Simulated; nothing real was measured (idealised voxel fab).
Process module name: voxel spacer lines
Square cells of 5 nm make up the cross-section cut, whose width is 150 nm.
If you're reading a cross-section in this doc, picture square cells in a grid; it comes to you as bands, top ones listed first down to the bottom, and a band can be one or more rows of cells.
Within each band entry, the heights of the top and of the bottom of the band appear first, in that order and in nm; the materials of the band then follow from left to right, each with its corresponding width in nm. The designation "all across" on a single material indicates that it fills the band from edge to edge; the designation "blank" indicates empty space.
Below 0: as-received wafer, all one material; heights counted from there. Lowest band: no bottom, goes on down, written "0 and below".
You'd read "30..40" like this: the band's top row of cells is as wide as the first number, its bottom row is as wide as the second, and going down, every row changes width by the same amount as the row before did.
Step note "stayed the same" = no cross-section cell changed.
"Trapped void list": empty spaces of 8 cells or more with no open way to the top, each given as width x height at distance, distance from the left edge, all in nm.
That trailing text on a step's line, after the settings, is the simulator's own remark on the step.
The setting "overlay nm" may be written on the line of a step. When the step uses a mask, the value reports how far to the right of the planned place the mask lay, and a negative value reports that it lay to the left.
Pairs follow: section before one process step, section after it down to the lowest changed band, step with settings underneath. Pairs may come from different runs of this module on the same starting wafer; continuity with the pair above only as stated in the "before" entry.
before
0 and below | Si all across
Trapped void list: none
As Processed
5 down to 0 | Al2O3 all across
Unchanged below 0.
Trapped void list: none
Which step turns the before cross-section above into the after cross-section? CONFORMAL_DEP | material Al2O3 | thk nm 5
before: cross-section not repeated; it is the one shown after the step in the pair just above.
As Processed
25 down to 5 | SiN all across
Unchanged below 5.
Trapped void list: none
Which step turns the before cross-section above into the after cross-section? DIRECTIONAL_DEP | material SiN | thk nm 20
before: cross-section not repeated; it is the one shown after the step in the pair just above.
As Processed
45 down to 25 | aC all across
Unchanged below 25.
Trapped void list: none
Which step turns the before cross-section above into the after cross-section? DIRECTIONAL_DEP | material aC | thk nm 20
before: cross-section not repeated; it is the one shown after the step in the pair just above.
As Processed
75 down to 45 | blank: 20, then resist: 25, then blank: 55, then resist: 25, then blank: 25
Unchanged below 45.
Trapped void list: none
Which step turns the before cross-section above into the after cross-section? PATTERN | tone cover | mask id MANDREL | material resist | width nm 25 | pitch nm 80 | thk nm 30 | overlay nm 0
before: cross-section not repeated; it is the one shown after the step in the pair just above.
As Processed
55 down to 45 | blank: 20, then resist: 25, then blank: 55, then resist: 25, then blank: 25
45 down to 25 | blank: 20, then aC: 25, then blank: 55, then aC: 25, then blank: 25
Unchanged below 25.
Trapped void list: none
Which step turns the before cross-section above into the after cross-section? DIRECTIONAL_ETCH | etch materials aC | depth nm 20
before: cross-section not repeated; it is the one shown after the step in the pair just above.
As Processed
45 down to 25 | blank: 20, then aC: 25, then blank: 55, then aC: 25, then blank: 25
Unchanged below 25.
Trapped void list: none
Which step turns the before cross-section above into the after cross-section? STRIP | etch materials resist
before: cross-section not repeated; it is the one shown after the step in the pair just above.
As Processed
60 down to 45 | blank: 5, then SiO2: 55, then blank: 25, then SiO2: 55, then blank: 10
45 down to 40 | blank: 5, then SiO2: 15, then aC: 25, then SiO2: 15, then blank: 25, then SiO2: 15, then aC: 25, then SiO2: 15, then blank: 10
40 down to 25 | SiO2: 20, then aC: 25, then SiO2: 55, then aC: 25, then SiO2: 25
Unchanged below 25.
Trapped void list: none
Which step turns the before cross-section above into the after cross-section? CONFORMAL_DEP | material SiO2 | thk nm 15
before: cross-section not repeated; it is the one shown after the step in the pair just above.
As Processed
45 down to 25 | blank: 5, then SiO2: 15, then aC: 25, then SiO2: 15, then blank: 25, then SiO2: 15, then aC: 25, then SiO2: 15, then blank: 10
Unchanged below 25.
Trapped void list: none
Which step turns the before cross-section above into the after cross-section? DIRECTIONAL_ETCH | etch materials SiO2 | depth nm 15
before: cross-section not repeated; it is the one shown after the step in the pair just above.
As Processed
45 down to 25 | blank: 5, then SiO2: 15, then blank: 25, then SiO2: 15, then blank: 25, then SiO2: 15, then blank: 25, then SiO2: 15, then blank: 10
Unchanged below 25.
Trapped void list: none
Which step turns the before cross-section above into the after cross-section? STRIP | etch materials aC
before: cross-section not repeated; it is the one shown after the step in the pair just above.
As Processed
45 down to 25 | blank: 5, then SiO2: 15, then blank: 25, then SiO2: 15, then blank: 25, then SiO2: 15, then blank: 25, then SiO2: 15, then blank: 10
25 down to 5 | blank: 5, then SiN: 15, then blank: 25, then SiN: 15, then blank: 25, then SiN: 15, then blank: 25, then SiN: 15, then blank: 10
Unchanged below 5.
Trapped void list: none
Which step turns the before cross-section above into the after cross-section? DIRECTIONAL_ETCH | etch materials SiN | depth nm 20
before: cross-section not repeated; it is the one shown after the step in the pair just above.
As Processed
25 down to 5 | blank: 5, then SiN: 15, then blank: 25, then SiN: 15, then blank: 25, then SiN: 15, then blank: 25, then SiN: 15, then blank: 10
Unchanged below 5.
Trapped void list: none
Which step turns the before cross-section above into the after cross-section? STRIP | etch materials SiO2
before
0 and below | Si all across
Trapped void list: none
As Processed
20 down to 0 | SiN all across
Unchanged below 0.
Trapped void list: none
Which step turns the before cross-section above into the after cross-section? DIRECTIONAL_DEP | material SiN | thk nm 20
before: cross-section not repeated; it is the one shown after the step in the pair just above.
As Processed
40 down to 20 | aC all across
Unchanged below 20.
Trapped void list: none
Which step turns the before cross-section above into the after cross-section? DIRECTIONAL_DEP | material aC | thk nm 20
before: cross-section not repeated; it is the one shown after the step in the pair just above.
As Processed
70 down to 40 | blank: 20, then resist: 25, then blank: 55, then resist: 25, then blank: 25
Unchanged below 40.
Trapped void list: none
Which step turns the before cross-section above into the after cross-section? PATTERN | tone cover | mask id MANDREL | material resist | width nm 25 | pitch nm 80 | thk nm 30 | overlay nm 0
before: cross-section not repeated; it is the one shown after the step in the pair just above.
As Processed
50 down to 40 | blank: 20, then resist: 25, then blank: 55, then resist: 25, then blank: 25
40 down to 20 | blank: 20, then aC: 25, then blank: 55, then aC: 25, then blank: 25
Unchanged below 20.
Trapped void list: none
Which step turns the before cross-section above into the after cross-section? DIRECTIONAL_ETCH | etch materials aC | depth nm 20
before: cross-section not repeated; it is the one shown after the step in the pair just above.
As Processed
40 down to 20 | blank: 20, then aC: 25, then blank: 55, then aC: 25, then blank: 25
Unchanged below 20.
Trapped void list: none
Which step turns the before cross-section above into the after cross-section? STRIP | etch materials resist
before: cross-section not repeated; it is the one shown after the step in the pair just above.
As Processed
55 down to 40 | blank: 5, then SiO2: 55, then blank: 25, then SiO2: 55, then blank: 10
40 down to 35 | blank: 5, then SiO2: 15, then aC: 25, then SiO2: 15, then blank: 25, then SiO2: 15, then aC: 25, then SiO2: 15, then blank: 10
35 down to 20 | SiO2: 20, then aC: 25, then SiO2: 55, then aC: 25, then SiO2: 25
Unchanged below 20.
Trapped void list: none
Which step turns the before cross-section above into the after cross-section? CONFORMAL_DEP | material SiO2 | thk nm 15
before: cross-section not repeated; it is the one shown after the step in the pair just above.
As Processed
40 down to 20 | blank: 5, then SiO2: 15, then aC: 25, then SiO2: 15, then blank: 25, then SiO2: 15, then aC: 25, then SiO2: 15, then blank: 10
Unchanged below 20.
Trapped void list: none
Which step turns the before cross-section above into the after cross-section? DIRECTIONAL_ETCH | etch materials SiO2 | depth nm 15
before: cross-section not repeated; it is the one shown after the step in the pair just above.
As Processed
40 down to 20 | blank: 5, then SiO2: 15, then blank: 25, then SiO2: 15, then blank: 25, then SiO2: 15, then blank: 25, then SiO2: 15, then blank: 10
Unchanged below 20.
Trapped void list: none
Which step turns the before cross-section above into the after cross-section? STRIP | etch materials aC
before: cross-section not repeated; it is the one shown after the step in the pair just above.
As Processed
40 down to 20 | blank: 5, then SiO2: 15, then blank: 25, then SiO2: 15, then blank: 25, then SiO2: 15, then blank: 25, then SiO2: 15, then blank: 10
20 down to 0 | blank: 5, then SiN: 15, then blank: 25, then SiN: 15, then blank: 25, then SiN: 15, then blank: 25, then SiN: 15, then blank: 10
Unchanged below 0.
Trapped void list: none
Which step turns the before cross-section above into the after cross-section? DIRECTIONAL_ETCH | etch materials SiN | depth nm 20
before: cross-section not repeated; it is the one shown after the step in the pair just above.
As Processed
20 down to 0 | blank: 5, then SiN: 15, then blank: 25, then SiN: 15, then blank: 25, then SiN: 15, then blank: 25, then SiN: 15, then blank: 10
Unchanged below 0.
Trapped void list: none
Which step turns the before cross-section above into the after cross-section? STRIP | etch materials SiO2
before
25 down to 5 | SiN all across
5 down to 0 | Al2O3 all across
0 and below | Si all across
Trapped void list: none
As Processed
45 down to 5 | SiN all across
Unchanged below 5.
Trapped void list: none
Which step turns the before cross-section above into the after cross-section? DIRECTIONAL_DEP | material SiN | thk nm 20
before: cross-section not repeated; it is the one shown after the step in the pair just above.
As Processed
65 down to 45 | aC all across
Unchanged below 45.
Trapped void list: none
Which step turns the before cross-section above into the after cross-section? DIRECTIONAL_DEP | material aC | thk nm 20
before: cross-section not repeated; it is the one shown after the step in the pair just above.
As Processed
95 down to 65 | blank: 20, then resist: 25, then blank: 55, then resist: 25, then blank: 25
Unchanged below 65.
Trapped void list: none
Which step turns the before cross-section above into the after cross-section? PATTERN | tone cover | mask id MANDREL | material resist | width nm 25 | pitch nm 80 | thk nm 30 | overlay nm 0
before: cross-section not repeated; it is the one shown after the step in the pair just above.
As Processed
75 down to 65 | blank: 20, then resist: 25, then blank: 55, then resist: 25, then blank: 25
65 down to 45 | blank: 20, then aC: 25, then blank: 55, then aC: 25, then blank: 25
Unchanged below 45.
Trapped void list: none
Which step turns the before cross-section above into the after cross-section? DIRECTIONAL_ETCH | etch materials aC | depth nm 20
before: cross-section not repeated; it is the one shown after the step in the pair just above.
As Processed
65 down to 45 | blank: 20, then aC: 25, then blank: 55, then aC: 25, then blank: 25
Unchanged below 45.
Trapped void list: none
Which step turns the before cross-section above into the after cross-section? STRIP | etch materials resist
before: cross-section not repeated; it is the one shown after the step in the pair just above.
As Processed
80 down to 65 | blank: 5, then SiO2: 55, then blank: 25, then SiO2: 55, then blank: 10
65 down to 60 | blank: 5, then SiO2: 15, then aC: 25, then SiO2: 15, then blank: 25, then SiO2: 15, then aC: 25, then SiO2: 15, then blank: 10
60 down to 45 | SiO2: 20, then aC: 25, then SiO2: 55, then aC: 25, then SiO2: 25
Unchanged below 45.
Trapped void list: none
Which step turns the before cross-section above into the after cross-section? CONFORMAL_DEP | material SiO2 | thk nm 15
before: cross-section not repeated; it is the one shown after the step in the pair just above.
As Processed
65 down to 45 | blank: 5, then SiO2: 15, then aC: 25, then SiO2: 15, then blank: 25, then SiO2: 15, then aC: 25, then SiO2: 15, then blank: 10
Unchanged below 45.
Trapped void list: none
Which step turns the before cross-section above into the after cross-section? DIRECTIONAL_ETCH | etch materials SiO2 | depth nm 15
before: cross-section not repeated; it is the one shown after the step in the pair just above.
As Processed
65 down to 45 | blank: 5, then SiO2: 15, then blank: 25, then SiO2: 15, then blank: 25, then SiO2: 15, then blank: 25, then SiO2: 15, then blank: 10
Unchanged below 45.
Trapped void list: none
Which step turns the before cross-section above into the after cross-section? STRIP | etch materials aC
before: cross-section not repeated; it is the one shown after the step in the pair just above.
As Processed
65 down to 45 | blank: 5, then SiO2: 15, then blank: 25, then SiO2: 15, then blank: 25, then SiO2: 15, then blank: 25, then SiO2: 15, then blank: 10
45 down to 25 | blank: 5, then SiN: 15, then blank: 25, then SiN: 15, then blank: 25, then SiN: 15, then blank: 25, then SiN: 15, then blank: 10
Unchanged below 25.
Trapped void list: none
Which step turns the before cross-section above into the after cross-section? DIRECTIONAL_ETCH | etch materials SiN | depth nm 20
before: cross-section not repeated; it is the one shown after the step in the pair just above.
As Processed
45 down to 25 | blank: 5, then SiN: 15, then blank: 25, then SiN: 15, then blank: 25, then SiN: 15, then blank: 25, then SiN: 15, then blank: 10
Unchanged below 25.
Trapped void list: none
Which step turns the before cross-section above into the after cross-section? STRIP | etch materials SiO2
before
20 down to 0 | SiN all across
0 and below | Si all across
Trapped void list: none
As Processed
25 down to 20 | Al2O3 all across
Unchanged below 20.
Trapped void list: none
Which step turns the before cross-section above into the after cross-section? CONFORMAL_DEP | material Al2O3 | thk nm 5
before: cross-section not repeated; it is the one shown after the step in the pair just above.
As Processed
45 down to 25 | aC all across
Unchanged below 25.
Trapped void list: none
Which step turns the before cross-section above into the after cross-section? DIRECTIONAL_DEP | material aC | thk nm 20
before: cross-section not repeated; it is the one shown after the step in the pair just above.
As Processed
75 down to 45 | blank: 20, then resist: 25, then blank: 55, then resist: 25, then blank: 25
Unchanged below 45.
Trapped void list: none
Which step turns the before cross-section above into the after cross-section? PATTERN | tone cover | mask id MANDREL | material resist | width nm 25 | pitch nm 80 | thk nm 30 | overlay nm 0
before: cross-section not repeated; it is the one shown after the step in the pair just above.
As Processed
55 down to 45 | blank: 20, then resist: 25, then blank: 55, then resist: 25, then blank: 25
45 down to 25 | blank: 20, then aC: 25, then blank: 55, then aC: 25, then blank: 25
Unchanged below 25.
Trapped void list: none
Which step turns the before cross-section above into the after cross-section? DIRECTIONAL_ETCH | etch materials aC | depth nm 20
before: cross-section not repeated; it is the one shown after the step in the pair just above.
As Processed
45 down to 25 | blank: 20, then aC: 25, then blank: 55, then aC: 25, then blank: 25
Unchanged below 25.
Trapped void list: none
Which step turns the before cross-section above into the after cross-section? STRIP | etch materials resist
before: cross-section not repeated; it is the one shown after the step in the pair just above.
As Processed
60 down to 45 | blank: 5, then SiO2: 55, then blank: 25, then SiO2: 55, then blank: 10
45 down to 40 | blank: 5, then SiO2: 15, then aC: 25, then SiO2: 15, then blank: 25, then SiO2: 15, then aC: 25, then SiO2: 15, then blank: 10
40 down to 25 | SiO2: 20, then aC: 25, then SiO2: 55, then aC: 25, then SiO2: 25
Unchanged below 25.
Trapped void list: none
Which step turns the before cross-section above into the after cross-section? CONFORMAL_DEP | material SiO2 | thk nm 15
before: cross-section not repeated; it is the one shown after the step in the pair just above.
As Processed
45 down to 25 | blank: 5, then SiO2: 15, then aC: 25, then SiO2: 15, then blank: 25, then SiO2: 15, then aC: 25, then SiO2: 15, then blank: 10
Unchanged below 25.
Trapped void list: none
Which step turns the before cross-section above into the after cross-section? DIRECTIONAL_ETCH | etch materials SiO2 | depth nm 15
before: cross-section not repeated; it is the one shown after the step in the pair just above.
As Processed
45 down to 25 | blank: 5, then SiO2: 15, then blank: 25, then SiO2: 15, then blank: 25, then SiO2: 15, then blank: 25, then SiO2: 15, then blank: 10
Unchanged below 25.
Trapped void list: none
Which step turns the before cross-section above into the after cross-section? STRIP | etch materials aC
before: cross-section not repeated; it is the one shown after the step in the pair just above.
As Processed
25 down to 20 | Al2O3 all across
Unchanged below 20.
Trapped void list: none
Which step turns the before cross-section above into the after cross-section? STRIP | etch materials SiO2
before
5 down to 0 | Al2O3 all across
0 and below | Si all across
Trapped void list: none
As Processed
35 down to 5 | SiN all across
Unchanged below 5.
Trapped void list: none
Which step turns the before cross-section above into the after cross-section? DIRECTIONAL_DEP | material SiN | thk nm 30
before: cross-section not repeated; it is the one shown after the step in the pair just above.
As Processed
55 down to 35 | aC all across
Unchanged below 35.
Trapped void list: none
Which step turns the before cross-section above into the after cross-section? DIRECTIONAL_DEP | material aC | thk nm 20
before: cross-section not repeated; it is the one shown after the step in the pair just above.
As Processed
85 down to 55 | blank: 20, then resist: 25, then blank: 55, then resist: 25, then blank: 25
Unchanged below 55.
Trapped void list: none
Which step turns the before cross-section above into the after cross-section? PATTERN | tone cover | mask id MANDREL | material resist | width nm 25 | pitch nm 80 | thk nm 30 | overlay nm 0
before: cross-section not repeated; it is the one shown after the step in the pair just above.
As Processed
65 down to 55 | blank: 20, then resist: 25, then blank: 55, then resist: 25, then blank: 25
55 down to 35 | blank: 20, then aC: 25, then blank: 55, then aC: 25, then blank: 25
Unchanged below 35.
Trapped void list: none
Which step turns the before cross-section above into the after cross-section? DIRECTIONAL_ETCH | etch materials aC | depth nm 20
before: cross-section not repeated; it is the one shown after the step in the pair just above.
As Processed
55 down to 35 | blank: 20, then aC: 25, then blank: 55, then aC: 25, then blank: 25
Unchanged below 35.
Trapped void list: none
Which step turns the before cross-section above into the after cross-section? STRIP | etch materials resist
before: cross-section not repeated; it is the one shown after the step in the pair just above.
As Processed
70 down to 55 | blank: 5, then SiO2: 55, then blank: 25, then SiO2: 55, then blank: 10
55 down to 50 | blank: 5, then SiO2: 15, then aC: 25, then SiO2: 15, then blank: 25, then SiO2: 15, then aC: 25, then SiO2: 15, then blank: 10
50 down to 35 | SiO2: 20, then aC: 25, then SiO2: 55, then aC: 25, then SiO2: 25
Unchanged below 35.
Trapped void list: none
Which step turns the before cross-section above into the after cross-section? CONFORMAL_DEP | material SiO2 | thk nm 15
before: cross-section not repeated; it is the one shown after the step in the pair just above.
As Processed
55 down to 35 | blank: 5, then SiO2: 15, then aC: 25, then SiO2: 15, then blank: 25, then SiO2: 15, then aC: 25, then SiO2: 15, then blank: 10
Unchanged below 35.
Trapped void list: none
Which step turns the before cross-section above into the after cross-section? DIRECTIONAL_ETCH | etch materials SiO2 | depth nm 15
before: cross-section not repeated; it is the one shown after the step in the pair just above.
As Processed
55 down to 35 | blank: 5, then SiO2: 15, then blank: 25, then SiO2: 15, then blank: 25, then SiO2: 15, then blank: 25, then SiO2: 15, then blank: 10
Unchanged below 35.
Trapped void list: none
Which step turns the before cross-section above into the after cross-section? STRIP | etch materials aC
before: cross-section not repeated; it is the one shown after the step in the pair just above.
As Processed
55 down to 35 | blank: 5, then SiO2: 15, then blank: 25, then SiO2: 15, then blank: 25, then SiO2: 15, then blank: 25, then SiO2: 15, then blank: 10
35 down to 15 | blank: 5, then SiN: 15, then blank: 25, then SiN: 15, then blank: 25, then SiN: 15, then blank: 25, then SiN: 15, then blank: 10
Unchanged below 15.
Trapped void list: none
Which step turns the before cross-section above into the after cross-section? DIRECTIONAL_ETCH | etch materials SiN | depth nm 20
before: cross-section not repeated; it is the one shown after the step in the pair just above.
As Processed
35 down to 15 | blank: 5, then SiN: 15, then blank: 25, then SiN: 15, then blank: 25, then SiN: 15, then blank: 25, then SiN: 15, then blank: 10
Unchanged below 15.
Trapped void list: none
Which step turns the before cross-section above into the after cross-section? STRIP | etch materials SiO2
before
45 down to 25 | aC all across
25 down to 5 | SiN all across
5 down to 0 | Al2O3 all across
0 and below | Si all across
Trapped void list: none
As Processed
75 down to 45 | blank: 20, then resist: 30, then blank: 50, then resist: 30, then blank: 20
Unchanged below 45.
Trapped void list: none
Which step turns the before cross-section above into the after cross-section? PATTERN | tone cover | mask id MANDREL | material resist | width nm 30 | pitch nm 80 | thk nm 30 | overlay nm 0
before: cross-section not repeated; it is the one shown after the step in the pair just above.
As Processed
55 down to 45 | blank: 20, then resist: 30, then blank: 50, then resist: 30, then blank: 20
45 down to 25 | blank: 20, then aC: 30, then blank: 50, then aC: 30, then blank: 20
Unchanged below 25.
Trapped void list: none
Which step turns the before cross-section above into the after cross-section? DIRECTIONAL_ETCH | etch materials aC | depth nm 20
before: cross-section not repeated; it is the one shown after the step in the pair just above.
As Processed
45 down to 25 | blank: 20, then aC: 30, then blank: 50, then aC: 30, then blank: 20
Unchanged below 25.
Trapped void list: none
Which step turns the before cross-section above into the after cross-section? STRIP | etch materials resist
before: cross-section not repeated; it is the one shown after the step in the pair just above.
As Processed
60 down to 45 | blank: 5, then SiO2: 60, then blank: 20, then SiO2: 60, then blank: 5
45 down to 40 | blank: 5, then SiO2: 15, then aC: 30, then SiO2: 15, then blank: 20, then SiO2: 15, then aC: 30, then SiO2: 15, then blank: 5
40 down to 25 | SiO2: 20, then aC: 30, then SiO2: 50, then aC: 30, then SiO2: 20
Unchanged below 25.
Trapped void list: none
Which step turns the before cross-section above into the after cross-section? CONFORMAL_DEP | material SiO2 | thk nm 15
before: cross-section not repeated; it is the one shown after the step in the pair just above.
As Processed
45 down to 25 | blank: 5, then SiO2: 15, then aC: 30, then SiO2: 15, then blank: 20, then SiO2: 15, then aC: 30, then SiO2: 15, then blank: 5
Unchanged below 25.
Trapped void list: none
Which step turns the before cross-section above into the after cross-section? DIRECTIONAL_ETCH | etch materials SiO2 | depth nm 15
before: cross-section not repeated; it is the one shown after the step in the pair just above.
As Processed
45 down to 25 | blank: 5, then SiO2: 15, then blank: 30, then SiO2: 15, then blank: 20, then SiO2: 15, then blank: 30, then SiO2: 15, then blank: 5
Unchanged below 25.
Trapped void list: none
Which step turns the before cross-section above into the after cross-section? STRIP | etch materials aC
before: cross-section not repeated; it is the one shown after the step in the pair just above.
As Processed
45 down to 25 | blank: 5, then SiO2: 15, then blank: 30, then SiO2: 15, then blank: 20, then SiO2: 15, then blank: 30, then SiO2: 15, then blank: 5
25 down to 5 | blank: 5, then SiN: 15, then blank: 30, then SiN: 15, then blank: 20, then SiN: 15, then blank: 30, then SiN: 15, then blank: 5
Unchanged below 5.
Trapped void list: none
Which step turns the before cross-section above into the after cross-section? DIRECTIONAL_ETCH | etch materials SiN | depth nm 20
before: cross-section not repeated; it is the one shown after the step in the pair just above.
As Processed
25 down to 5 | blank: 5, then SiN: 15, then blank: 30, then SiN: 15, then blank: 20, then SiN: 15, then blank: 30, then SiN: 15, then blank: 5
Unchanged below 5.
Trapped void list: none
Which step turns the before cross-section above into the after cross-section? STRIP | etch materials SiO2
before
45 down to 25 | aC all across
25 down to 5 | SiN all across
5 down to 0 | Al2O3 all across
0 and below | Si all across
Trapped void list: none
As Processed
75 down to 45 | blank: 30, then resist: 25, then blank: 55, then resist: 25, then blank: 15
Unchanged below 45.
Trapped void list: none
Which step turns the before cross-section above into the after cross-section? PATTERN | tone cover | mask id MANDREL | material resist | width nm 25 | pitch nm 80 | thk nm 30 | overlay nm 10
before: cross-section not repeated; it is the one shown after the step in the pair just above.
As Processed
55 down to 45 | blank: 30, then resist: 25, then blank: 55, then resist: 25, then blank: 15
45 down to 25 | blank: 30, then aC: 25, then blank: 55, then aC: 25, then blank: 15
Unchanged below 25.
Trapped void list: none
Which step turns the before cross-section above into the after cross-section? DIRECTIONAL_ETCH | etch materials aC | depth nm 20
before: cross-section not repeated; it is the one shown after the step in the pair just above.
As Processed
45 down to 25 | blank: 30, then aC: 25, then blank: 55, then aC: 25, then blank: 15
Unchanged below 25.
Trapped void list: none
Which step turns the before cross-section above into the after cross-section? STRIP | etch materials resist
before: cross-section not repeated; it is the one shown after the step in the pair just above.
As Processed
60 down to 45 | blank: 15, then SiO2: 55, then blank: 25, then SiO2: 55
45 down to 40 | blank: 15, then SiO2: 15, then aC: 25, then SiO2: 15, then blank: 25, then SiO2: 15, then aC: 25, then SiO2: 15
40 down to 25 | SiO2: 30, then aC: 25, then SiO2: 55, then aC: 25, then SiO2: 15
Unchanged below 25.
Trapped void list: none
Which step turns the before cross-section above into the after cross-section? CONFORMAL_DEP | material SiO2 | thk nm 15
before: cross-section not repeated; it is the one shown after the step in the pair just above.
As Processed
45 down to 25 | blank: 15, then SiO2: 15, then aC: 25, then SiO2: 15, then blank: 25, then SiO2: 15, then aC: 25, then SiO2: 15
Unchanged below 25.
Trapped void list: none
Which step turns the before cross-section above into the after cross-section? DIRECTIONAL_ETCH | etch materials SiO2 | depth nm 15
before: cross-section not repeated; it is the one shown after the step in the pair just above.
As Processed
45 down to 25 | blank: 15, then SiO2: 15, then blank: 25, then SiO2: 15, then blank: 25, then SiO2: 15, then blank: 25, then SiO2: 15
Unchanged below 25.
Trapped void list: none
Which step turns the before cross-section above into the after cross-section? STRIP | etch materials aC
before: cross-section not repeated; it is the one shown after the step in the pair just above.
As Processed
45 down to 25 | blank: 15, then SiO2: 15, then blank: 25, then SiO2: 15, then blank: 25, then SiO2: 15, then blank: 25, then SiO2: 15
25 down to 5 | blank: 15, then SiN: 15, then blank: 25, then SiN: 15, then blank: 25, then SiN: 15, then blank: 25, then SiN: 15
Unchanged below 5.
Trapped void list: none
Which step turns the before cross-section above into the after cross-section? DIRECTIONAL_ETCH | etch materials SiN | depth nm 20
before: cross-section not repeated; it is the one shown after the step in the pair just above.
As Processed
25 down to 5 | blank: 15, then SiN: 15, then blank: 25, then SiN: 15, then blank: 25, then SiN: 15, then blank: 25, then SiN: 15
Unchanged below 5.
Trapped void list: none
Which step turns the before cross-section above into the after cross-section? STRIP | etch materials SiO2
before
45 down to 25 | blank: 20, then aC: 25, then blank: 55, then aC: 25, then blank: 25
25 down to 5 | SiN all across
5 down to 0 | Al2O3 all across
0 and below | Si all across
Trapped void list: none
As Processed
60 down to 45 | blank: 5, then Al2O3: 55, then blank: 25, then Al2O3: 55, then blank: 10
45 down to 40 | blank: 5, then Al2O3: 15, then aC: 25, then Al2O3: 15, then blank: 25, then Al2O3: 15, then aC: 25, then Al2O3: 15, then blank: 10
40 down to 25 | Al2O3: 20, then aC: 25, then Al2O3: 55, then aC: 25, then Al2O3: 25
Unchanged below 25.
Trapped void list: none
Which step turns the before cross-section above into the after cross-section? CONFORMAL_DEP | material Al2O3 | thk nm 15
before
45 down to 25 | aC all across
25 down to 5 | SiN all across
5 down to 0 | Al2O3 all across
0 and below | Si all across
Trapped void list: none
As Processed
75 down to 45 | resist: 20, then blank: 25, then resist: 55, then blank: 25, then resist: 25
Unchanged below 45.
Trapped void list: none
Which step turns the before cross-section above into the after cross-section? PATTERN | tone open | mask id MANDREL | material resist | width nm 25 | pitch nm 80 | thk nm 30 | overlay nm 0
before: cross-section not repeated; it is the one shown after the step in the pair just above.
As Processed
55 down to 45 | resist: 20, then blank: 25, then resist: 55, then blank: 25, then resist: 25
45 down to 25 | aC: 20, then blank: 25, then aC: 55, then blank: 25, then aC: 25
Unchanged below 25.
Trapped void list: none
Which step turns the before cross-section above into the after cross-section? DIRECTIONAL_ETCH | etch materials aC | depth nm 20
before: cross-section not repeated; it is the one shown after the step in the pair just above.
As Processed
45 down to 25 | aC: 20, then blank: 25, then aC: 55, then blank: 25, then aC: 25
Unchanged below 25.
Trapped void list: none
Which step turns the before cross-section above into the after cross-section? STRIP | etch materials resist
before: cross-section not repeated; it is the one shown after the step in the pair just above.
As Processed
60 down to 45 | SiO2 all across
45 down to 25 | aC: 20, then SiO2: 25, then aC: 55, then SiO2: 25, then aC: 25
Unchanged below 25.
Trapped void list: none
Which step turns the before cross-section above into the after cross-section? CONFORMAL_DEP | material SiO2 | thk nm 15
before: cross-section not repeated; it is the one shown after the step in the pair just above.
As Processed
45 down to 25 | aC: 20, then SiO2: 25, then aC: 55, then SiO2: 25, then aC: 25
Unchanged below 25.
Trapped void list: none
Which step turns the before cross-section above into the after cross-section? DIRECTIONAL_ETCH | etch materials SiO2 | depth nm 15
before: cross-section not repeated; it is the one shown after the step in the pair just above.
As Processed
45 down to 25 | blank: 20, then SiO2: 25, then blank: 55, then SiO2: 25, then blank: 25
Unchanged below 25.
Trapped void list: none
Which step turns the before cross-section above into the after cross-section? STRIP | etch materials aC
before: cross-section not repeated; it is the one shown after the step in the pair just above.
As Processed
45 down to 25 | blank: 20, then SiO2: 25, then blank: 55, then SiO2: 25, then blank: 25
25 down to 5 | blank: 20, then SiN: 25, then blank: 55, then SiN: 25, then blank: 25
Unchanged below 5.
Trapped void list: none
Which step turns the before cross-section above into the after cross-section? DIRECTIONAL_ETCH | etch materials SiN | depth nm 20
before: cross-section not repeated; it is the one shown after the step in the pair just above.
As Processed
25 down to 5 | blank: 20, then SiN: 25, then blank: 55, then SiN: 25, then blank: 25
Unchanged below 5.
Trapped void list: none
Which step turns the before cross-section above into the after cross-section? STRIP | etch materials SiO2
